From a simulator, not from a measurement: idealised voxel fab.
You're looking at the process module voxel released beams.
Cross-sectional view cut (width: 240 nm; square cell size: 5 nm).
When this document writes out a cross-section, it uses a grid of square cells and lists it as bands, beginning at the top and moving down, with a band standing for one or more rows of cells.
The entry gives the band's vertical extent as a top height and a bottom height in nm, then its horizontal make-up as materials from left to right, each with a width in nm. "empty" stands for empty space; a single material marked "throughout" fills the band edge to edge.
We count height from 0. Below that, the starting wafer is all one material. The lowest band never ends at the bottom but goes on down; see "0 and below" for how that is written.
The width entry "30->40" should be interpreted row by row: the top row of cells in the band takes the first number, the bottom row takes the second number, and the change between adjacent rows is uniform throughout.
Given "no modifications" for a step, no cell of the cross-section differs between before and after that step.
Enclosed voids (no open way to top), threshold 8 cells or more, entry "Fully sealed cavities", notation width x height at distance, distance from left edge, nm.
Post-settings text on a step line: simulator's own remark regarding the step.
overlay nm: step with mask; distance mask lay right of planned place; negative value = left of planned place.
Quick note on how to read the rest: it's all pairs. You get the cross-section before a process step and the one after, but the after one only goes down as far as the lowest band that changed. The step in between, with its settings, sits under the pair. Heads up, the pairs can come from different runs of this module on the same starting wafer, so don't assume a pair picks up from the one above unless its "Pre-process" entry says it does.

# Pre-process
> 0 and below | Si throughout
> Fully sealed cavities: none

# Resultant Cross-Section
> 5 down to 0 | Al2O3 throughout
> For the remainder of the cross-section, below 0, there is no change.
> Fully sealed cavities: none
What was done to get from the before section above to the after section? CONFORMAL_DEP,material Al2O3,thk nm 5

Pre-process: = after-state of the pair above.

# Resultant Cross-Section
> 25 down to 5 | SiO2 throughout
> For the remainder of the cross-section, below 5, there is no change.
> Fully sealed cavities: none
What was done to get from the before section above to the after section? DIRECTIONAL_DEP,material SiO2,thk nm 20

Pre-process: = after-state of the pair above.

# Resultant Cross-Section
> 40 down to 25 | aC throughout
> For the remainder of the cross-section, below 25, there is no change.
> Fully sealed cavities: none
What was done to get from the before section above to the after section? DIRECTIONAL_DEP,material aC,thk nm 15

Pre-process: = after-state of the pair above.

# Resultant Cross-Section
> 75 down to 40 | 70 of resist  45 of empty  125 of resist
> For the remainder of the cross-section, below 40, there is no change.
> Fully sealed cavities: none
What was done to get from the before section above to the after section? PATTERN,tone open,mask id ANCHOR,material resist,width nm 45,thk nm 35,overlay nm 0

Pre-process: = after-state of the pair above.

# Resultant Cross-Section
> 60 down to 40 | 70 of resist  45 of empty  125 of resist
> 40 down to 25 | 70 of aC  45 of empty  125 of aC
> For the remainder of the cross-section, below 25, there is no change.
> Fully sealed cavities: none
What was done to get from the before section above to the after section? DIRECTIONAL_ETCH,etch materials aC,depth nm 15

Pre-process: = after-state of the pair above.

# Resultant Cross-Section
> 40 down to 25 | 70 of aC  45 of empty  125 of aC
> For the remainder of the cross-section, below 25, there is no change.
> Fully sealed cavities: none
What was done to get from the before section above to the after section? STRIP,etch materials resist

Pre-process: = after-state of the pair above.

# Resultant Cross-Section
> 40 down to 25 | 70 of aC  45 of empty  125 of aC
> 25 down to 5 | 70 of SiO2  45 of empty  125 of SiO2
> For the remainder of the cross-section, below 5, there is no change.
> Fully sealed cavities: none
What was done to get from the before section above to the after section? DIRECTIONAL_ETCH,etch materials SiO2,depth nm 20

Pre-process: = after-state of the pair above.

# Resultant Cross-Section
> 25 down to 5 | 70 of SiO2  45 of empty  125 of SiO2
> For the remainder of the cross-section, below 5, there is no change.
> Fully sealed cavities: none
What was done to get from the before section above to the after section? STRIP,etch materials aC

Pre-process: = after-state of the pair above.

# Resultant Cross-Section
> 40 down to 25 | 85 of polySi  15 of empty  140 of polySi
> 25 down to 20 | 70 of SiO2  15 of polySi  15 of empty  15 of polySi  125 of SiO2
> 20 down to 5 | 70 of SiO2  45 of polySi  125 of SiO2
> For the remainder of the cross-section, below 5, there is no change.
> Fully sealed cavities: none
What was done to get from the before section above to the after section? CONFORMAL_DEP,material polySi,thk nm 15

Pre-process: = after-state of the pair above.

# Resultant Cross-Section
> 40 down to 25 | 65 of empty  20 of polySi  15 of empty  65 of polySi  75 of empty
> For the remainder of the cross-section, below 25, there is no change.
> Fully sealed cavities: none
What was done to get from the before section above to the after section? MASKED_ETCH,tone cover,mask id BEAM,width nm 100,etch materials polySi,depth nm 15,overlay nm 0

Pre-process: = after-state of the pair above.

# Resultant Cross-Section
> 40 down to 25 | 65 of empty  20 of polySi  15 of empty  65 of polySi  75 of empty
> 25 down to 20 | 70 of empty  15 of polySi  15 of empty  15 of polySi  125 of empty
> 20 down to 5 | 70 of empty  45 of polySi  125 of empty
> For the remainder of the cross-section, below 5, there is no change.
> Fully sealed cavities: none
What was done to get from the before section above to the after section? STRIP,etch materials SiO2

# Pre-process
> 0 and below | Si throughout
> Fully sealed cavities: none

# Resultant Cross-Section
> 20 down to 0 | SiO2 throughout
> For the remainder of the cross-section, below 0, there is no change.
> Fully sealed cavities: none
What was done to get from the before section above to the after section? DIRECTIONAL_DEP,material SiO2,thk nm 20

Pre-process: = after-state of the pair above.

# Resultant Cross-Section
> 35 down to 20 | aC throughout
> For the remainder of the cross-section, below 20, there is no change.
> Fully sealed cavities: none
What was done to get from the before section above to the after section? DIRECTIONAL_DEP,material aC,thk nm 15

Pre-process: = after-state of the pair above.

# Resultant Cross-Section
> 70 down to 35 | 70 of resist  45 of empty  125 of resist
> For the remainder of the cross-section, below 35, there is no change.
> Fully sealed cavities: none
What was done to get from the before section above to the after section? PATTERN,tone open,mask id ANCHOR,material resist,width nm 45,thk nm 35,overlay nm 0

Pre-process: = after-state of the pair above.

# Resultant Cross-Section
> 55 down to 35 | 70 of resist  45 of empty  125 of resist
> 35 down to 20 | 70 of aC  45 of empty  125 of aC
> For the remainder of the cross-section, below 20, there is no change.
> Fully sealed cavities: none
What was done to get from the before section above to the after section? DIRECTIONAL_ETCH,etch materials aC,depth nm 15

Pre-process: = after-state of the pair above.

# Resultant Cross-Section
> 35 down to 20 | 70 of aC  45 of empty  125 of aC
> For the remainder of the cross-section, below 20, there is no change.
> Fully sealed cavities: none
What was done to get from the before section above to the after section? STRIP,etch materials resist

Pre-process: = after-state of the pair above.

# Resultant Cross-Section
> 35 down to 20 | 70 of aC  45 of empty  125 of aC
> 20 down to 0 | 70 of SiO2  45 of empty  125 of SiO2
> For the remainder of the cross-section, below 0, there is no change.
> Fully sealed cavities: none
What was done to get from the before section above to the after section? DIRECTIONAL_ETCH,etch materials SiO2,depth nm 20

Pre-process: = after-state of the pair above.

# Resultant Cross-Section
> 20 down to 0 | 70 of SiO2  45 of empty  125 of SiO2
> For the remainder of the cross-section, below 0, there is no change.
> Fully sealed cavities: none
What was done to get from the before section above to the after section? STRIP,etch materials aC

Pre-process: = after-state of the pair above.

# Resultant Cross-Section
> 35 down to 20 | 85 of polySi  15 of empty  140 of polySi
> 20 down to 15 | 70 of SiO2  15 of polySi  15 of empty  15 of polySi  125 of SiO2
> 15 down to 0 | 70 of SiO2  45 of polySi  125 of SiO2
> For the remainder of the cross-section, below 0, there is no change.
> Fully sealed cavities: none
What was done to get from the before section above to the after section? CONFORMAL_DEP,material polySi,thk nm 15

Pre-process: = after-state of the pair above.

# Resultant Cross-Section
> 35 down to 20 | 65 of empty  20 of polySi  15 of empty  65 of polySi  75 of empty
> For the remainder of the cross-section, below 20, there is no change.
> Fully sealed cavities: none
What was done to get from the before section above to the after section? MASKED_ETCH,tone cover,mask id BEAM,width nm 100,etch materials polySi,depth nm 15,overlay nm 0

Pre-process: = after-state of the pair above.

# Resultant Cross-Section
> 35 down to 20 | 65 of empty  20 of polySi  15 of empty  65 of polySi  75 of empty
> 20 down to 15 | 70 of empty  15 of polySi  15 of empty  15 of polySi  125 of empty
> 15 down to 0 | 70 of empty  45 of polySi  125 of empty
> For the remainder of the cross-section, below 0, there is no change.
> Fully sealed cavities: none
What was done to get from the before section above to the after section? STRIP,etch materials SiO2

# Pre-process
> 40 down to 25 | 85 of polySi  15 of empty  140 of polySi
> 25 down to 20 | 70 of SiO2  15 of polySi  15 of empty  15 of polySi  125 of SiO2
> 20 down to 5 | 70 of SiO2  45 of polySi  125 of SiO2
> 5 down to 0 | Al2O3 throughout
> 0 and below | Si throughout
> Fully sealed cavities: none

# Resultant Cross-Section
> 55 down to 25 | polySi throughout
> 25 down to 5 | 70 of SiO2  45 of polySi  125 of SiO2
> For the remainder of the cross-section, below 5, there is no change.
> Fully sealed cavities: none
What was done to get from the before section above to the after section? CONFORMAL_DEP,material polySi,thk nm 15

Pre-process: = after-state of the pair above.

# Resultant Cross-Section
> 55 down to 40 | 65 of empty  100 of polySi  75 of empty
> For the remainder of the cross-section, below 40, there is no change.
> Fully sealed cavities: none
What was done to get from the before section above to the after section? MASKED_ETCH,tone cover,mask id BEAM,width nm 100,etch materials polySi,depth nm 15,overlay nm 0

# Pre-process
> 20 down to 0 | SiO2 throughout
> 0 and below | Si throughout
> Fully sealed cavities: none

# Resultant Cross-Section
> 25 down to 20 | Al2O3 throughout
> For the remainder of the cross-section, below 20, there is no change.
> Fully sealed cavities: none
What was done to get from the before section above to the after section? CONFORMAL_DEP,material Al2O3,thk nm 5

Pre-process: = after-state of the pair above.

# Resultant Cross-Section
> 40 down to 25 | aC throughout
> For the remainder of the cross-section, below 25, there is no change.
> Fully sealed cavities: none
What was done to get from the before section above to the after section? DIRECTIONAL_DEP,material aC,thk nm 15

Pre-process: = after-state of the pair above.

# Resultant Cross-Section
> 75 down to 40 | 70 of resist  45 of empty  125 of resist
> For the remainder of the cross-section, below 40, there is no change.
> Fully sealed cavities: none
What was done to get from the before section above to the after section? PATTERN,tone open,mask id ANCHOR,material resist,width nm 45,thk nm 35,overlay nm 0

Pre-process: = after-state of the pair above.

# Resultant Cross-Section
> 60 down to 40 | 70 of resist  45 of empty  125 of resist
> 40 down to 25 | 70 of aC  45 of empty  125 of aC
> For the remainder of the cross-section, below 25, there is no change.
> Fully sealed cavities: none
What was done to get from the before section above to the after section? DIRECTIONAL_ETCH,etch materials aC,depth nm 15

Pre-process: = after-state of the pair above.

# Resultant Cross-Section
> 40 down to 25 | 70 of aC  45 of empty  125 of aC
> For the remainder of the cross-section, below 25, there is no change.
> Fully sealed cavities: none
What was done to get from the before section above to the after section? STRIP,etch materials resist

Pre-process: = after-state of the pair above.

# Resultant Cross-Section
> 25 down to 20 | Al2O3 throughout
> For the remainder of the cross-section, below 20, there is no change.
> Fully sealed cavities: none
What was done to get from the before section above to the after section? STRIP,etch materials aC

Pre-process: = after-state of the pair above.

# Resultant Cross-Section
> 40 down to 25 | polySi throughout
> For the remainder of the cross-section, below 25, there is no change.
> Fully sealed cavities: none
What was done to get from the before section above to the after section? CONFORMAL_DEP,material polySi,thk nm 15

Pre-process: = after-state of the pair above.

# Resultant Cross-Section
> 40 down to 25 | 65 of empty  100 of polySi  75 of empty
> For the remainder of the cross-section, below 25, there is no change.
> Fully sealed cavities: none
What was done to get from the before section above to the after section? MASKED_ETCH,tone cover,mask id BEAM,width nm 100,etch materials polySi,depth nm 15,overlay nm 0

# Pre-process
> 5 down to 0 | Al2O3 throughout
> 0 and below | Si throughout
> Fully sealed cavities: none

# Resultant Cross-Section
> 20 down to 5 | SiO2 throughout
> For the remainder of the cross-section, below 5, there is no change.
> Fully sealed cavities: none
What was done to get from the before section above to the after section? DIRECTIONAL_DEP,material SiO2,thk nm 15

Pre-process: = after-state of the pair above.

# Resultant Cross-Section
> 35 down to 20 | aC throughout
> For the remainder of the cross-section, below 20, there is no change.
> Fully sealed cavities: none
What was done to get from the before section above to the after section? DIRECTIONAL_DEP,material aC,thk nm 15

Pre-process: = after-state of the pair above.

# Resultant Cross-Section
> 70 down to 35 | 70 of resist  45 of empty  125 of resist
> For the remainder of the cross-section, below 35, there is no change.
> Fully sealed cavities: none
What was done to get from the before section above to the after section? PATTERN,tone open,mask id ANCHOR,material resist,width nm 45,thk nm 35,overlay nm 0

Pre-process: = after-state of the pair above.

# Resultant Cross-Section
> 55 down to 35 | 70 of resist  45 of empty  125 of resist
> 35 down to 20 | 70 of aC  45 of empty  125 of aC
> For the remainder of the cross-section, below 20, there is no change.
> Fully sealed cavities: none
What was done to get from the before section above to the after section? DIRECTIONAL_ETCH,etch materials aC,depth nm 15

Pre-process: = after-state of the pair above.

# Resultant Cross-Section
> 35 down to 20 | 70 of aC  45 of empty  125 of aC
> For the remainder of the cross-section, below 20, there is no change.
> Fully sealed cavities: none
What was done to get from the before section above to the after section? STRIP,etch materials resist

Pre-process: = after-state of the pair above.

# Resultant Cross-Section
> 35 down to 20 | 70 of aC  45 of empty  125 of aC
> 20 down to 5 | 70 of SiO2  45 of empty  125 of SiO2
> For the remainder of the cross-section, below 5, there is no change.
> Fully sealed cavities: none
What was done to get from the before section above to the after section? DIRECTIONAL_ETCH,etch materials SiO2,depth nm 20

Pre-process: = after-state of the pair above.

# Resultant Cross-Section
> 20 down to 5 | 70 of SiO2  45 of empty  125 of SiO2
> For the remainder of the cross-section, below 5, there is no change.
> Fully sealed cavities: none
What was done to get from the before section above to the after section? STRIP,etch materials aC

Pre-process: = after-state of the pair above.

# Resultant Cross-Section
> 35 down to 20 | 85 of polySi  15 of empty  140 of polySi
> 20 down to 5 | 70 of SiO2  45 of polySi  125 of SiO2
> For the remainder of the cross-section, below 5, there is no change.
> Fully sealed cavities: none
What was done to get from the before section above to the after section? CONFORMAL_DEP,material polySi,thk nm 15

Pre-process: = after-state of the pair above.

# Resultant Cross-Section
> 35 down to 20 | 65 of empty  20 of polySi  15 of empty  65 of polySi  75 of empty
> For the remainder of the cross-section, below 20, there is no change.
> Fully sealed cavities: none
What was done to get from the before section above to the after section? MASKED_ETCH,tone cover,mask id BEAM,width nm 100,etch materials polySi,depth nm 15,overlay nm 0

Pre-process: = after-state of the pair above.

# Resultant Cross-Section
> 35 down to 20 | 65 of empty  20 of polySi  15 of empty  65 of polySi  75 of empty
> 20 down to 5 | 70 of empty  45 of polySi  125 of empty
> For the remainder of the cross-section, below 5, there is no change.
> Fully sealed cavities: none
What was done to get from the before section above to the after section? STRIP,etch materials SiO2

# Pre-process
> 40 down to 25 | 85 of polySi  15 of empty  140 of polySi
> 25 down to 20 | 70 of SiO2  15 of polySi  15 of empty  15 of polySi  125 of SiO2
> 20 down to 5 | 70 of SiO2  45 of polySi  125 of SiO2
> 5 down to 0 | Al2O3 throughout
> 0 and below | Si throughout
> Fully sealed cavities: none

# Resultant Cross-Section
> 40 down to 25 | 70 of empty  15 of polySi  15 of empty  60 of polySi  80 of empty
> For the remainder of the cross-section, below 25, there is no change.
> Fully sealed cavities: none
What was done to get from the before section above to the after section? MASKED_ETCH,tone cover,mask id BEAM,width nm 90,etch materials polySi,depth nm 15,overlay nm 0

Pre-process: = after-state of the pair above.

# Resultant Cross-Section
> 40 down to 25 | 70 of empty  15 of polySi  15 of empty  60 of polySi  80 of empty
> 25 down to 20 | 70 of empty  15 of polySi  15 of empty  15 of polySi  125 of empty
> 20 down to 5 | 70 of empty  45 of polySi  125 of empty
> For the remainder of the cross-section, below 5, there is no change.
> Fully sealed cavities: none
What was done to get from the before section above to the after section? STRIP,etch materials SiO2

# Pre-process
> 40 down to 25 | 85 of polySi  15 of empty  140 of polySi
> 25 down to 20 | 70 of SiO2  15 of polySi  15 of empty  15 of polySi  125 of SiO2
> 20 down to 5 | 70 of SiO2  45 of polySi  125 of SiO2
> 5 down to 0 | Al2O3 throughout
> 0 and below | Si throughout
> Fully sealed cavities: none

# Resultant Cross-Section
> 40 down to 25 | 55 of empty  30 of polySi  15 of empty  55 of polySi  85 of empty
> For the remainder of the cross-section, below 25, there is no change.
> Fully sealed cavities: none
What was done to get from the before section above to the after section? MASKED_ETCH,tone cover,mask id BEAM,width nm 100,etch materials polySi,depth nm 15,overlay nm -10

Pre-process: = after-state of the pair above.

# Resultant Cross-Section
> 40 down to 25 | 55 of empty  30 of polySi  15 of empty  55 of polySi  85 of empty
> 25 down to 20 | 70 of empty  15 of polySi  15 of empty  15 of polySi  125 of empty
> 20 down to 5 | 70 of empty  45 of polySi  125 of empty
> For the remainder of the cross-section, below 5, there is no change.
> Fully sealed cavities: none
What was done to get from the before section above to the after section? STRIP,etch materials SiO2

# Pre-process
> 0 and below | Si throughout
> Fully sealed cavities: none

# Resultant Cross-Section
> 5 down to 0 | polySi throughout
> For the remainder of the cross-section, below 0, there is no change.
> Fully sealed cavities: none
What was done to get from the before section above to the after section? CONFORMAL_DEP,material polySi,thk nm 5

Pre-process: = after-state of the pair above.

# Resultant Cross-Section
> 25 down to 5 | SiO2 throughout
> For the remainder of the cross-section, below 5, there is no change.
> Fully sealed cavities: none
What was done to get from the before section above to the after section? DIRECTIONAL_DEP,material SiO2,thk nm 20

Pre-process: = after-state of the pair above.

# Resultant Cross-Section
> 40 down to 25 | aC throughout
> For the remainder of the cross-section, below 25, there is no change.
> Fully sealed cavities: none
What was done to get from the before section above to the after section? DIRECTIONAL_DEP,material aC,thk nm 15

Pre-process: = after-state of the pair above.

# Resultant Cross-Section
> 75 down to 40 | 70 of resist  45 of empty  125 of resist
> For the remainder of the cross-section, below 40, there is no change.
> Fully sealed cavities: none
What was done to get from the before section above to the after section? PATTERN,tone open,mask id ANCHOR,material resist,width nm 45,thk nm 35,overlay nm 0

Pre-process: = after-state of the pair above.

# Resultant Cross-Section
> 60 down to 40 | 70 of resist  45 of empty  125 of resist
> 40 down to 25 | 70 of aC  45 of empty  125 of aC
> For the remainder of the cross-section, below 25, there is no change.
> Fully sealed cavities: none
What was done to get from the before section above to the after section? DIRECTIONAL_ETCH,etch materials aC,depth nm 15

Pre-process: = after-state of the pair above.

# Resultant Cross-Section
> 40 down to 25 | 70 of aC  45 of empty  125 of aC
> For the remainder of the cross-section, below 25, there is no change.
> Fully sealed cavities: none
What was done to get from the before section above to the after section? STRIP,etch materials resist

Pre-process: = after-state of the pair above.

# Resultant Cross-Section
> 40 down to 25 | 70 of aC  45 of empty  125 of aC
> 25 down to 5 | 70 of SiO2  45 of empty  125 of SiO2
> For the remainder of the cross-section, below 5, there is no change.
> Fully sealed cavities: none
What was done to get from the before section above to the after section? DIRECTIONAL_ETCH,etch materials SiO2,depth nm 20

Pre-process: = after-state of the pair above.

# Resultant Cross-Section
> 25 down to 5 | 70 of SiO2  45 of empty  125 of SiO2
> For the remainder of the cross-section, below 5, there is no change.
> Fully sealed cavities: none
What was done to get from the before section above to the after section? STRIP,etch materials aC

Pre-process: = after-state of the pair above.

# Resultant Cross-Section
> 40 down to 25 | 85 of polySi  15 of empty  140 of polySi
> 25 down to 20 | 70 of SiO2  15 of polySi  15 of empty  15 of polySi  125 of SiO2
> 20 down to 5 | 70 of SiO2  45 of polySi  125 of SiO2
> For the remainder of the cross-section, below 5, there is no change.
> Fully sealed cavities: none
What was done to get from the before section above to the after section? CONFORMAL_DEP,material polySi,thk nm 15

Pre-process: = after-state of the pair above.

# Resultant Cross-Section
> 40 down to 25 | 65 of empty  20 of polySi  15 of empty  65 of polySi  75 of empty
> For the remainder of the cross-section, below 25, there is no change.
> Fully sealed cavities: none
What was done to get from the before section above to the after section? MASKED_ETCH,tone cover,mask id BEAM,width nm 100,etch materials polySi,depth nm 15,overlay nm 0

Pre-process: = after-state of the pair above.

# Resultant Cross-Section
> 40 down to 25 | 65 of empty  20 of polySi  15 of empty  65 of polySi  75 of empty
> 25 down to 20 | 70 of empty  15 of polySi  15 of empty  15 of polySi  125 of empty
> 20 down to 5 | 70 of empty  45 of polySi  125 of empty
> For the remainder of the cross-section, below 5, there is no change.
> Fully sealed cavities: none
What was done to get from the before section above to the after section? STRIP,etch materials SiO2

# Pre-process
> 40 down to 25 | aC throughout
> 25 down to 5 | SiO2 throughout
> 5 down to 0 | Al2O3 throughout
> 0 and below | Si throughout
> Fully sealed cavities: none

# Resultant Cross-Section
> 75 down to 40 | 70 of empty  45 of resist  125 of empty
> For the remainder of the cross-section, below 40, there is no change.
> Fully sealed cavities: none
What was done to get from the before section above to the after section? PATTERN,tone cover,mask id ANCHOR,material resist,width nm 45,thk nm 35,overlay nm 0

Pre-process: = after-state of the pair above.

# Resultant Cross-Section
> 60 down to 40 | 70 of empty  45 of resist  125 of empty
> 40 down to 25 | 70 of empty  45 of aC  125 of empty
> For the remainder of the cross-section, below 25, there is no change.
> Fully sealed cavities: none
What was done to get from the before section above to the after section? DIRECTIONAL_ETCH,etch materials aC,depth nm 15

Pre-process: = after-state of the pair above.

# Resultant Cross-Section
> 40 down to 25 | 70 of empty  45 of aC  125 of empty
> For the remainder of the cross-section, below 25, there is no change.
> Fully sealed cavities: none
What was done to get from the before section above to the after section? STRIP,etch materials resist

Pre-process: = after-state of the pair above.

# Resultant Cross-Section
> 40 down to 25 | 70 of empty  45 of aC  125 of empty
> 25 down to 5 | 70 of empty  45 of SiO2  125 of empty
> For the remainder of the cross-section, below 5, there is no change.
> Fully sealed cavities: none
What was done to get from the before section above to the after section? DIRECTIONAL_ETCH,etch materials SiO2,depth nm 20

Pre-process: = after-state of the pair above.

# Resultant Cross-Section
> 25 down to 5 | 70 of empty  45 of SiO2  125 of empty
> For the remainder of the cross-section, below 5, there is no change.
> Fully sealed cavities: none
What was done to get from the before section above to the after section? STRIP,etch materials aC

Pre-process: = after-state of the pair above.

# Resultant Cross-Section
> 40 down to 25 | 55 of empty  75 of polySi  110 of empty
> 25 down to 20 | 55 of empty  15 of polySi  45 of SiO2  15 of polySi  110 of empty
> 20 down to 5 | 70 of polySi  45 of SiO2  125 of polySi
> For the remainder of the cross-section, below 5, there is no change.
> Fully sealed cavities: none
What was done to get from the before section above to the after section? CONFORMAL_DEP,material polySi,thk nm 15

Pre-process: = after-state of the pair above.

# Resultant Cross-Section
> 40 down to 25 | 65 of empty  65 of polySi  110 of empty
> 25 down to 20 | 55 of empty  15 of polySi  45 of SiO2  15 of polySi  110 of empty
> 20 down to 5 | 55 of empty  15 of polySi  45 of SiO2  50 of polySi  75 of empty
> For the remainder of the cross-section, below 5, there is no change.
> Fully sealed cavities: none
What was done to get from the before section above to the after section? MASKED_ETCH,tone cover,mask id BEAM,width nm 100,etch materials polySi,depth nm 15,overlay nm 0
